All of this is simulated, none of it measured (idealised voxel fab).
process module | voxel transistor to metal
Each square cell in cross-section cut measures 5 nm, and the section as a whole is 195 nm wide.
How to read a cross-section here: the picture is a grid of square cells, written as bands going from the top down, and any band can span one or more rows of cells. It is stipulated that each band's entry specify, in nanometres, the height of the top of the band and then that of its bottom, followed by the materials of the band in left-to-right sequence, each together with its width in nanometres. A single material marked by the word "edge to edge" is understood to fill the band from edge to edge; the word "empty" is understood to denote empty space. Height 0 is the level under which the wafer as received is all one material. The lowest band goes on downwards, as in "top 0, no bottom". With a width like "30 to 40", each row of cells in the band differs from the next by the same amount, the top row carrying the first number and the bottom row the second. It should be understood that the words "no change occurred", when stated for a given step, signify that the cross-section underwent no change in any of its cells during that step. In the "Enclosed void entries" entry, you get each enclosed empty space of 8 cells or more, one with no open way to the top, written width x height at distance, distance from the left edge, in nm. If you see something after the settings on a step's line, that's the simulator's own remark about that step. overlay nm: how far to the right of its planned place the mask lay on this masked step (negative: to the left).

Steps planned for the process
1. RECEIVE [material Si]
2. CONFORMAL_DEP [material SiO2] [thk nm 5]
3. CONFORMAL_DEP [material SiN] [thk nm 15]
4. DIRECTIONAL_DEP [material aC] [thk nm 15]
5. PATTERN [tone cover] [mask id ACTIVE] [material resist] [width nm 95] [thk nm 30] [overlay nm 0]
6. DIRECTIONAL_ETCH [etch materials aC] [depth nm 15]
7. STRIP [etch materials resist]
8. DIRECTIONAL_ETCH [etch materials SiN] [depth nm 15]
9. DIRECTIONAL_ETCH [etch materials SiO2] [depth nm 5]
10. DIRECTIONAL_ETCH [etch materials Si] [depth nm 25]
11. STRIP [etch materials aC]
12. OXIDIZE [depth nm 5]
13. FILL_DEP [material SiO2] [thk nm 10]
14. CMP [height nm 20]
15. SELECTIVE_ETCH [etch materials SiO2] [depth nm 15]
16. STRIP [etch materials SiN]
17. SELECTIVE_ETCH [etch materials SiO2] [depth nm 5]
18. OXIDIZE [depth nm 5]
19. DIRECTIONAL_DEP [material polySi] [thk nm 30]
20. DIRECTIONAL_DEP [material SiCN] [thk nm 10]
21. MASKED_ETCH [tone cover] [mask id GATE] [width nm 25] [etch materials SiCN] [depth nm 20] [overlay nm 0]
22. MASKED_ETCH [tone cover] [mask id GATE] [width nm 25] [etch materials polySi] [depth nm 40] [overlay nm 0]
23. CONFORMAL_DEP [material SiO2] [thk nm 5]
24. DIRECTIONAL_ETCH [etch materials SiO2] [depth nm 5]
25. CONFORMAL_DEP [material SiN] [thk nm 10]
26. DIRECTIONAL_ETCH [etch materials SiN] [depth nm 10]
27. DIRECTIONAL_ETCH [etch materials SiO2] [depth nm 5]
28. DIRECTIONAL_ETCH [etch materials Si] [depth nm 10]
29. EPI [material SiGe] [thk nm 10]
30. FILL_DEP [material SiO2] [thk nm 5]
31. CMP [height nm 40]
32. DIRECTIONAL_DEP [material SiO2] [thk nm 15]
33. DIRECTIONAL_DEP [material aC] [thk nm 10]
34. PATTERN [tone open] [mask id CONTACT] [material resist] [width nm 15] [pitch nm 70] [thk nm 25] [overlay nm 0]
35. DIRECTIONAL_ETCH [etch materials aC] [depth nm 10]
36. STRIP [etch materials resist]
37. DIRECTIONAL_ETCH [etch materials SiO2] [depth nm 60]
38. STRIP [etch materials aC]
39. CONFORMAL_DEP [material TiN] [thk nm 5]
40. FILL_DEP [material Ru] [thk nm 5]
41. CMP [height nm 55]
42. CONFORMAL_DEP [material SiN] [thk nm 5]
43. DIRECTIONAL_DEP [material lowk] [thk nm 20]
44. PATTERN [tone open] [mask id METAL_1] [material resist] [width nm 15] [pitch nm 70] [thk nm 20] [overlay nm 0]
45. DIRECTIONAL_ETCH [etch materials lowk] [depth nm 20]
46. DIRECTIONAL_ETCH [etch materials SiN] [depth nm 5]
47. STRIP [etch materials resist]
48. CONFORMAL_DEP [material TiN] [thk nm 5]
49. FILL_DEP [material W] [thk nm 10]
50. CMP [height nm 80]
51. CONFORMAL_DEP [material SiCN] [thk nm 5]
52. DIRECTIONAL_DEP [material lowk] [thk nm 35]
53. PATTERN [tone open] [mask id METAL_2] [material resist] [width nm 15] [pitch nm 70] [thk nm 15] [overlay nm 0]
54. DIRECTIONAL_ETCH [etch materials lowk] [depth nm 20]
55. STRIP [etch materials resist]
56. PATTERN [tone open] [mask id METAL_2_HOLES] [material resist] [width nm 15] [pitch nm 70] [thk nm 20] [overlay nm 0]
57. DIRECTIONAL_ETCH [etch materials lowk] [depth nm 15]
58. DIRECTIONAL_ETCH [etch materials SiCN] [depth nm 5]
59. STRIP [etch materials resist]
60. CONFORMAL_DEP [material TiN] [thk nm 5]
61. FILL_DEP [material Cu] [thk nm 5]
62. CMP [height nm 120]
63. CONFORMAL_DEP [material SiCN] [thk nm 5]
The wafers are alike at the start. At step 12, their depth nm differs. The plan lists the first wafer's value.

As received, i.e. after step 1: cross-section through the first of several wafers
> top 0, no bottom  Si edge to edge
> Enclosed void entries: none

Shown in cross-section: the first of several wafers at the end of the module, after its last step, step 63
> top 125, bottom 120  SiCN edge to edge
> top 120, bottom 85  lowk: 55; TiN: 5; Cu: 5; TiN: 5; lowk: 55; TiN: 5; Cu: 5; TiN: 5; lowk: 55
> top 85, bottom 80  SiCN: 55; TiN: 15; SiCN: 55; TiN: 15; SiCN: 55
> top 80, bottom 60  lowk: 55; TiN: 5; W: 5; TiN: 5; lowk: 55; TiN: 5; W: 5; TiN: 5; lowk: 55
> top 60, bottom 55  SiN: 55; TiN: 15; SiN: 55; TiN: 15; SiN: 55
> top 55, bottom 40  SiO2: 55; TiN: 5; Ru: 5; TiN: 5; SiO2: 55; TiN: 5; Ru: 5; TiN: 5; SiO2: 55
> top 40, bottom 30  SiO2: 55; TiN: 5; Ru: 5; TiN: 5; SiN: 10; SiO2: 5; SiCN: 25; SiO2: 5; SiN: 10; TiN: 5; Ru: 5; TiN: 5; SiO2: 55
> top 30, bottom 10  SiO2: 55; TiN: 5; Ru: 5; TiN: 5; SiN: 10; SiO2: 5; polySi: 25; SiO2: 5; SiN: 10; TiN: 5; Ru: 5; TiN: 5; SiO2: 55
> top 10, bottom 5  SiO2: 55; TiN: 15; SiN: 10; SiO2: 5; polySi: 25; SiO2: 5; SiN: 10; TiN: 15; SiO2: 55
> top 5, bottom 0  SiO2: 55; TiN: 5; SiGe: 10; SiN: 10; SiO2: 5; polySi: 25; SiO2: 5; SiN: 10; SiGe: 10; TiN: 5; SiO2: 55
> top 0, bottom -5  SiO2: 55; TiN: 5; SiGe: 10; SiO2: 55; SiGe: 10; TiN: 5; SiO2: 55
> top -5, bottom -15  SiO2: 55; SiGe: 15; Si: 55; SiGe: 15; SiO2: 55
> top -15, bottom -30  SiO2: 55; Si: 85; SiO2: 55
> top -30, no bottom  Si edge to edge
> Enclosed void entries: none

last wafer at the end
> top 125, bottom 120  SiCN edge to edge
> top 120, bottom 85  lowk: 55; TiN: 5; Cu: 5; TiN: 5; lowk: 55; TiN: 5; Cu: 5; TiN: 5; lowk: 55
> top 85, bottom 80  SiCN: 55; TiN: 15; SiCN: 55; TiN: 15; SiCN: 55
> top 80, bottom 60  lowk: 55; TiN: 5; W: 5; TiN: 5; lowk: 55; TiN: 5; W: 5; TiN: 5; lowk: 55
> top 60, bottom 55  SiN: 55; TiN: 15; SiN: 55; TiN: 15; SiN: 55
> top 55, bottom 40  SiO2: 55; TiN: 5; Ru: 5; TiN: 5; SiO2: 55; TiN: 5; Ru: 5; TiN: 5; SiO2: 55
> top 40, bottom 30  SiO2: 55; TiN: 5; Ru: 5; TiN: 5; SiN: 10; SiO2: 5; SiCN: 25; SiO2: 5; SiN: 10; TiN: 5; Ru: 5; TiN: 5; SiO2: 55
> top 30, bottom 0  SiO2: 55; TiN: 5; Ru: 5; TiN: 5; SiN: 10; SiO2: 5; polySi: 25; SiO2: 5; SiN: 10; TiN: 5; Ru: 5; TiN: 5; SiO2: 55
> top 0, bottom -5  SiO2: 55; TiN: 15; SiO2: 55; TiN: 15; SiO2: 55
> top -5, bottom -45  SiO2: 70; Si: 55; SiO2: 70
> top -45, no bottom  Si edge to edge
> Enclosed void entries: none

For your reference, the table is organized with a row per wafer; each row reflects the wafer at the end of the module, indicating for each material the cells gained (+) or lost (-) since receipt, and thereafter its closed voids
depth nm 5 | +14 Cu | +18 Ru | -161 Si | +82 SiCN | +20 SiGe | +65 SiN | +434 SiO2 | +102 TiN | +8 W | +363 lowk | +30 polySi | Enclosed void entries: none
depth nm 10 | +14 Cu | +18 Ru | -191 Si | +82 SiCN | +16 SiGe | +65 SiN | +468 SiO2 | +102 TiN | +8 W | +363 lowk | +30 polySi | Enclosed void entries: none
depth nm 15 | +14 Cu | +18 Ru | -225 Si | +82 SiCN | +12 SiGe | +65 SiN | +506 SiO2 | +102 TiN | +8 W | +363 lowk | +30 polySi | Enclosed void entries: none
depth nm 20 | +14 Cu | +22 Ru | -263 Si | +82 SiCN | +65 SiN | +548 SiO2 | +106 TiN | +8 W | +363 lowk | +30 polySi | Enclosed void entries: none
